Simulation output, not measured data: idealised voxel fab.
process module | voxel transistor to metal
cross-section cut | 295 nm wide | cells 5 nm
A cross-section is a grid of square cells, given in bands from the top down. A band is one or more rows of cells.
Each band's line starts with the height of the band's top and of its bottom, in nm. Then come its materials from left to right, each with its width in nm. One material with "throughout" fills the band from edge to edge. "air" is empty space.
Height 0 is the level under which the wafer as received is all one material. The lowest band goes on downwards, as in "0 down".
A width such as "30 to 40" changes by the same amount from each row of cells to the next, from the band's top row to its bottom row.
"no change" after a step means that no cell of the cross-section changed.
closed voids: empty space of 8 cells or more with no open way to the top, each as width x height at its distance from the left edge, in nm
after a step's settings: what the simulator itself notes on the step
overlay nm, on a step with a mask: how far to the right of its planned place the mask lay; to the left if negative
plan
1 op RECEIVE | material Si
2 op CONFORMAL_DEP | material SiO2 | thk nm 5
3 op CONFORMAL_DEP | material SiN | thk nm 10
4 op PATTERN | tone cover | mask id ACTIVE | material resist | width nm 110 | pitch nm 140 | thk nm 20 | overlay nm 0
5 op DIRECTIONAL_ETCH | etch materials SiN | depth nm 10
6 op DIRECTIONAL_ETCH | etch materials SiO2 | depth nm 5
7 op DIRECTIONAL_ETCH | etch materials Si | depth nm 35
8 op STRIP | etch materials resist
9 op FILL_DEP | material SiO2 | thk nm 10
10 op CMP | height nm 15
11 op SELECTIVE_ETCH | etch materials SiO2 | depth nm 5
12 op STRIP | etch materials SiN
13 op SELECTIVE_ETCH | etch materials SiO2 | depth nm 5
14 op OXIDIZE | depth nm 5
15 op DIRECTIONAL_DEP | material polySi | thk nm 25
16 op DIRECTIONAL_DEP | material SiCN | thk nm 15
17 op PATTERN | tone cover | mask id GATE | material resist | width nm 20 | pitch nm 140 | thk nm 20 | overlay nm 0
18 op DIRECTIONAL_ETCH | etch materials SiCN | depth nm 25
19 op DIRECTIONAL_ETCH | etch materials polySi | depth nm 35
20 op STRIP | etch materials resist
21 op CONFORMAL_DEP | material SiO2 | thk nm 5
22 op DIRECTIONAL_ETCH | etch materials SiO2 | depth nm 5
23 op CONFORMAL_DEP | material SiN | thk nm 10
24 op DIRECTIONAL_ETCH | etch materials SiN | depth nm 10
25 op DIRECTIONAL_ETCH | etch materials SiO2 | depth nm 5
26 op DIRECTIONAL_ETCH | etch materials Si | depth nm 10
27 op EPI | material nSi | thk nm 10
28 op FILL_DEP | material SiO2 | thk nm 10
29 op CMP | height nm 25
30 op STRIP | etch materials polySi
31 op SELECTIVE_ETCH | etch materials SiO2 | depth nm 5
32 op CONFORMAL_DEP | material HfO2 | thk nm 5
33 op CONFORMAL_DEP | material TiN | thk nm 5
34 op FILL_DEP | material W | thk nm 10
35 op CMP | height nm 20
36 op DIRECTIONAL_DEP | material SiO2 | thk nm 15
37 op PATTERN | tone open | mask id CONTACT | material resist | width nm 15 | thk nm 15 | overlay nm 0
38 op DIRECTIONAL_ETCH | etch materials SiO2 | depth nm 30
39 op STRIP | etch materials resist
40 op CONFORMAL_DEP | material TiN | thk nm 5
41 op FILL_DEP | material W | thk nm 5
42 op CMP | height nm 35
43 op DIRECTIONAL_DEP | material TiN | thk nm 5
44 op DIRECTIONAL_DEP | material W | thk nm 20
45 op DIRECTIONAL_DEP | material aC | thk nm 10
46 op PATTERN | tone cover | mask id METAL_1 | material resist | width nm 15 | thk nm 25 | overlay nm 0
47 op DIRECTIONAL_ETCH | etch materials aC | depth nm 10
48 op STRIP | etch materials resist
49 op DIRECTIONAL_ETCH | etch materials W | depth nm 20
50 op DIRECTIONAL_ETCH | etch materials TiN | depth nm 5
51 op STRIP | etch materials aC
52 op FILL_DEP | material lowk | thk nm 10
53 op CMP | height nm 60
54 op CONFORMAL_DEP | material SiCN | thk nm 5
55 op DIRECTIONAL_DEP | material lowk | thk nm 35
56 op MASKED_ETCH | tone open | mask id METAL_2 | width nm 15 | pitch nm 140 | etch materials lowk | depth nm 20 | overlay nm 0
57 op PATTERN | tone open | mask id METAL_2_HOLES | material resist | width nm 15 | pitch nm 140 | thk nm 20 | overlay nm 0
58 op DIRECTIONAL_ETCH | etch materials lowk | depth nm 15
59 op DIRECTIONAL_ETCH | etch materials SiCN | depth nm 5
60 op STRIP | etch materials resist
61 op CONFORMAL_DEP | material TiN | thk nm 5
62 op FILL_DEP | material Ru | thk nm 5
63 op CMP | height nm 100
64 op CONFORMAL_DEP | material SiCN | thk nm 5
varied across the wafers: width nm of step 17. The plan shows the first wafer's value. All wafers start alike
first wafer as received, after step 1
  0 down: Si throughout
  closed voids: none
each wafer at the end: cells of each material gained (+) or lost (-) since it was received, then its closed voids
width nm 20 | +28 HfO2 | +14 Ru | -181 Si | +112 SiCN | +40 SiN | +358 SiO2 | +118 TiN | +80 W | +606 lowk | +64 nSi | closed voids: none
width nm 25 | +30 HfO2 | +14 Ru | -177 Si | +112 SiCN | +40 SiN | +352 SiO2 | +120 TiN | +86 W | +606 lowk | +56 nSi | closed voids: none
width nm 30 | +32 HfO2 | +14 Ru | -173 Si | +112 SiCN | +40 SiN | +346 SiO2 | +122 TiN | +92 W | +606 lowk | +48 nSi | closed voids: none
width nm 35 | +34 HfO2 | +14 Ru | -169 Si | +112 SiCN | +40 SiN | +340 SiO2 | +124 TiN | +98 W | +606 lowk | +40 nSi | closed voids: none
width nm 40 | +36 HfO2 | +14 Ru | -165 Si | +112 SiCN | +40 SiN | +334 SiO2 | +126 TiN | +104 W | +606 lowk | +32 nSi | closed voids: none
width nm 45 | +38 HfO2 | +14 Ru | -161 Si | +112 SiCN | +40 SiN | +334 SiO2 | +128 TiN | +104 W | +606 lowk | +24 nSi | closed voids: none
